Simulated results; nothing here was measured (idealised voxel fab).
The document below concerns the process module designated voxel air gaps.
Xsec cut, 295 nm wide, square cell size 5 nm.
A cross-section in this document is a grid of square cells, and it is written down as bands, the top band listed before the ones below it; a band is made up of one or more rows of cells.
Each band's line starts with the height of the band's top and of its bottom, in nm. Then come its materials from left to right, each with its width in nm. One material with "edge to edge" fills the band from edge to edge. "empty" is empty space.
Heights are expressed relative to 0, this being the level below which the as-received wafer comprises one material exclusively. The lowest band is unbounded in the downward direction and is denoted as in "from 0 down".
Width spec "30->40" -> top row of cells at first value, bottom row at second value, equal per-row change in between.
"same as before" (step): cross-section cells unchanged, all of them.
"Sealed void list" - sealed voids, min. 8 cells, no opening to top; format: width x height at distance (distance from left edge; nm throughout).
Post-settings text on a step line: simulator's own remark regarding the step.
For masked steps, "overlay nm" on the step line gives how far right of plan the mask actually lay; a minus sign means it lay to the left.

-- The planned process steps are enumerated hereunder
1: RECEIVE [material Si]
2: CONFORMAL_DEP [material SiO2] [thk nm 15]
3: CONFORMAL_DEP [material SiN] [thk nm 5]
4: DIRECTIONAL_DEP [material lowk] [thk nm 35]
5: MASKED_ETCH [tone open] [mask id LINES] [width nm 20] [pitch nm 50] [etch materials lowk] [depth nm 35] [overlay nm 0]
6: CONFORMAL_DEP [material TiN] [thk nm 5]
7: FILL_DEP [material Cu] [thk nm 5]
8: CMP [height nm 55]
9: EPI [material Ru] [thk nm 10]
10: SELECTIVE_ETCH [etch materials lowk] [depth nm 45]
11: CONFORMAL_DEP [material SiN] [thk nm 5]

-- As-received state of the wafer in cross-section, equivalent to post-step 1
* from 0 down: Si edge to edge
* Sealed void list: none

-- The cross-section shown corresponds to the wafer at the conclusion of the module. The initial structure and the process plan are those presented above; however, one mistake occurred in executing the plan
* from 65 to 55: empty 75 | Ru 40 | empty 10 | Ru 40 | empty 10 | Ru 40 | empty 80
* from 55 to 25: empty 85 | TiN 5 | Cu 10 | TiN 5 | empty 30 | TiN 5 | Cu 10 | TiN 5 | empty 30 | TiN 5 | Cu 10 | TiN 5 | empty 90
* from 25 to 20: empty 85 | TiN 20 | empty 30 | TiN 20 | empty 30 | TiN 20 | empty 90
* from 20 to 15: SiN edge to edge
* from 15 to 0: SiO2 edge to edge
* from 0 down: Si edge to edge
* Sealed void list: none
So what did we get wrong on this run? step 11 of the plan was excluded from execution and never run
